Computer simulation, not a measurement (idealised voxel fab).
A process module follows: voxel ribs on slabs.
Shown is cross-section cut, with a width of 175 nm and square cells of size 5 nm.
How to read a cross-section here: the picture is a grid of square cells, written as bands going from the top down, and any band can span one or more rows of cells. This entry defines a band. It first specifies the height of the band's top and the height of its bottom in nm, and then specifies the band's materials from left to right, stating each material with its width in nm. The word "full width" identifies a single material that fills the band from edge to edge, while the word "empty" identifies empty space. Measure heights from 0. That's the level where, below it, the as-received wafer is all one material. The lowest band is bottomless and extends downward; write it as in "0 -> down". Width: "30 to 40" (first number = top row, second number = bottom row, same change from row to row of cells). For the purposes of this document, the phrase "remained unchanged" attached to a step denotes that no cell within the cross-section was modified by that step. "Unvented voids" lists enclosed empty spaces (at least 8 cells, no open path upward to the top), each as width x height at distance from the left edge, in nm. Heads up: the bit after the settings on a step's line is the simulator's remark on that step. overlay nm: on a step with a mask, how far right of its planned place the mask lay; negative means left.
Intended process steps:
1 RECEIVE: material Si
2 DIRECTIONAL_DEP: material SiO2, thk nm 20
3 DIRECTIONAL_DEP: material polySi, thk nm 15
4 DIRECTIONAL_DEP: material aC, thk nm 15
5 PATTERN: tone cover, mask id RIB, material resist, width nm 30, thk nm 35, overlay nm 0
6 DIRECTIONAL_ETCH: etch materials aC, depth nm 15
7 STRIP: etch materials resist
8 DIRECTIONAL_ETCH: etch materials polySi, depth nm 10
9 STRIP: etch materials aC
10 MASKED_ETCH: tone cover, mask id SLAB, width nm 70, etch materials polySi, depth nm 5, overlay nm 0
11 FILL_DEP: material SiO2, thk nm 20
12 CMP: height nm 45
13 DIRECTIONAL_DEP: material W, thk nm 10
14 DIRECTIONAL_DEP: material aC, thk nm 15
15 PATTERN: tone cover, mask id HEATER, material resist, width nm 40, thk nm 35, overlay nm 0
16 DIRECTIONAL_ETCH: etch materials aC, depth nm 15
17 STRIP: etch materials resist
18 DIRECTIONAL_ETCH: etch materials W, depth nm 10
19 STRIP: etch materials aC
20 CONFORMAL_DEP: material SiO2, thk nm 10
The first of two wafers, run as planned:
As-received wafer cross-section (after step 1):
    0 -> down: Si full width
    Unvented voids: none
Take a look at the wafer's cross-section after step 2:
    20 -> 0: SiO2 full width
    Beneath the level 0, the cross-section is identical to its previous state.
Take a look at the wafer's cross-section after step 3:
    35 -> 20: polySi full width
    Beneath the level 20, the cross-section is identical to its previous state.
Take a look at the wafer's cross-section after step 4:
    50 -> 35: aC full width
    Beneath the level 35, the cross-section is identical to its previous state.
Take a look at the wafer's cross-section after step 5:
    85 -> 50: empty 70 nm, then resist 30 nm, then empty 75 nm
    Beneath the level 50, the cross-section is identical to its previous state.
Take a look at the wafer's cross-section after step 6:
    70 -> 50: empty 70 nm, then resist 30 nm, then empty 75 nm
    50 -> 35: empty 70 nm, then aC 30 nm, then empty 75 nm
    Beneath the level 35, the cross-section is identical to its previous state.
Take a look at the wafer's cross-section after step 7:
    50 -> 35: empty 70 nm, then aC 30 nm, then empty 75 nm
    Beneath the level 35, the cross-section is identical to its previous state.
Take a look at the wafer's cross-section after step 8:
    50 -> 35: empty 70 nm, then aC 30 nm, then empty 75 nm
    35 -> 25: empty 70 nm, then polySi 30 nm, then empty 75 nm
    Beneath the level 25, the cross-section is identical to its previous state.
Take a look at the wafer's cross-section after step 9:
    35 -> 25: empty 70 nm, then polySi 30 nm, then empty 75 nm
    Beneath the level 25, the cross-section is identical to its previous state.
Take a look at the wafer's cross-section after step 10:
    35 -> 25: empty 70 nm, then polySi 30 nm, then empty 75 nm
    25 -> 20: empty 50 nm, then polySi 70 nm, then empty 55 nm
    Beneath the level 20, the cross-section is identical to its previous state.
Take a look at the wafer's cross-section after step 11:
    55 -> 35: SiO2 full width
    35 -> 25: SiO2 70 nm, then polySi 30 nm, then SiO2 75 nm
    25 -> 20: SiO2 50 nm, then polySi 70 nm, then SiO2 55 nm
    Beneath the level 20, the cross-section is identical to its previous state.
Take a look at the wafer's cross-section after step 12:
    45 -> 35: SiO2 full width
    Beneath the level 35, the cross-section is identical to its previous state.
Take a look at the wafer's cross-section after step 13:
    55 -> 45: W full width
    Beneath the level 45, the cross-section is identical to its previous state.
Take a look at the wafer's cross-section after step 14:
    70 -> 55: aC full width
    Beneath the level 55, the cross-section is identical to its previous state.
Take a look at the wafer's cross-section after step 15:
    105 -> 70: empty 65 nm, then resist 40 nm, then empty 70 nm
    Beneath the level 70, the cross-section is identical to its previous state.
Take a look at the wafer's cross-section after step 16:
    90 -> 70: empty 65 nm, then resist 40 nm, then empty 70 nm
    70 -> 55: empty 65 nm, then aC 40 nm, then empty 70 nm
    Beneath the level 55, the cross-section is identical to its previous state.
Take a look at the wafer's cross-section after step 17:
    70 -> 55: empty 65 nm, then aC 40 nm, then empty 70 nm
    Beneath the level 55, the cross-section is identical to its previous state.
Take a look at the wafer's cross-section after step 18:
    70 -> 55: empty 65 nm, then aC 40 nm, then empty 70 nm
    55 -> 45: empty 65 nm, then W 40 nm, then empty 70 nm
    Beneath the level 45, the cross-section is identical to its previous state.
Take a look at the wafer's cross-section after step 19:
    55 -> 45: empty 65 nm, then W 40 nm, then empty 70 nm
    Beneath the level 45, the cross-section is identical to its previous state.
Take a look at the wafer's cross-section after step 20:
    65 -> 55: empty 55 nm, then SiO2 60 nm, then empty 60 nm
    55 -> 45: SiO2 65 nm, then W 40 nm, then SiO2 70 nm
    Beneath the level 45, the cross-section is identical to its previous state.
Second of two: same start, same plan, one run error; steps up to and including 4 match the first:
Second wafer, cross-section, planned end of step 5:
    85 -> 50: empty 75 nm, then resist 25 nm, then empty 75 nm
    Beneath the level 50, the cross-section is identical to its previous state.
Second wafer, cross-section, planned end of step 6:
    70 -> 50: empty 75 nm, then resist 25 nm, then empty 75 nm
    50 -> 35: empty 75 nm, then aC 25 nm, then empty 75 nm
    Beneath the level 35, the cross-section is identical to its previous state.
Second wafer, cross-section, planned end of step 7:
    50 -> 35: empty 75 nm, then aC 25 nm, then empty 75 nm
    Beneath the level 35, the cross-section is identical to its previous state.
Second wafer, cross-section, planned end of step 8:
    50 -> 35: empty 75 nm, then aC 25 nm, then empty 75 nm
    35 -> 25: empty 75 nm, then polySi 25 nm, then empty 75 nm
    Beneath the level 25, the cross-section is identical to its previous state.
Second wafer, cross-section, planned end of step 9:
    35 -> 25: empty 75 nm, then polySi 25 nm, then empty 75 nm
    Beneath the level 25, the cross-section is identical to its previous state.
Second wafer, cross-section, planned end of step 10:
    35 -> 25: empty 75 nm, then polySi 25 nm, then empty 75 nm
    25 -> 20: empty 50 nm, then polySi 70 nm, then empty 55 nm
    Beneath the level 20, the cross-section is identical to its previous state.
Second wafer, cross-section, planned end of step 11:
    55 -> 35: SiO2 full width
    35 -> 25: SiO2 75 nm, then polySi 25 nm, then SiO2 75 nm
    25 -> 20: SiO2 50 nm, then polySi 70 nm, then SiO2 55 nm
    Beneath the level 20, the cross-section is identical to its previous state.
Second wafer, cross-section, planned end of step 12:
    45 -> 35: SiO2 full width
    Beneath the level 35, the cross-section is identical to its previous state.
Second wafer, cross-section, planned end of step 13:
    55 -> 45: W full width
    Beneath the level 45, the cross-section is identical to its previous state.
Second wafer, cross-section, planned end of step 14:
    70 -> 55: aC full width
    Beneath the level 55, the cross-section is identical to its previous state.
Second wafer, cross-section, planned end of step 15:
    105 -> 70: empty 65 nm, then resist 40 nm, then empty 70 nm
    Beneath the level 70, the cross-section is identical to its previous state.
Second wafer, cross-section, planned end of step 16:
    90 -> 70: empty 65 nm, then resist 40 nm, then empty 70 nm
    70 -> 55: empty 65 nm, then aC 40 nm, then empty 70 nm
    Beneath the level 55, the cross-section is identical to its previous state.
Second wafer, cross-section, planned end of step 17:
    70 -> 55: empty 65 nm, then aC 40 nm, then empty 70 nm
    Beneath the level 55, the cross-section is identical to its previous state.
Second wafer, cross-section, planned end of step 18:
    70 -> 55: empty 65 nm, then aC 40 nm, then empty 70 nm
    55 -> 45: empty 65 nm, then W 40 nm, then empty 70 nm
    Beneath the level 45, the cross-section is identical to its previous state.
Second wafer, cross-section, planned end of step 19:
    55 -> 45: empty 65 nm, then W 40 nm, then empty 70 nm
    Beneath the level 45, the cross-section is identical to its previous state.
Second wafer, cross-section, planned end of step 20:
    65 -> 55: empty 55 nm, then SiO2 60 nm, then empty 60 nm
    55 -> 45: SiO2 65 nm, then W 40 nm, then SiO2 70 nm
    Beneath the level 45, the cross-section is identical to its previous state.
So what did we get wrong on this run? step 5 ran as: PATTERN: tone cover, mask id RIB, material resist, width nm 25, thk nm 35, overlay nm 0
The second wafer ends with more or fewer cells of some materials than the first, per final count: 2 more of SiO2; 2 fewer of polySi
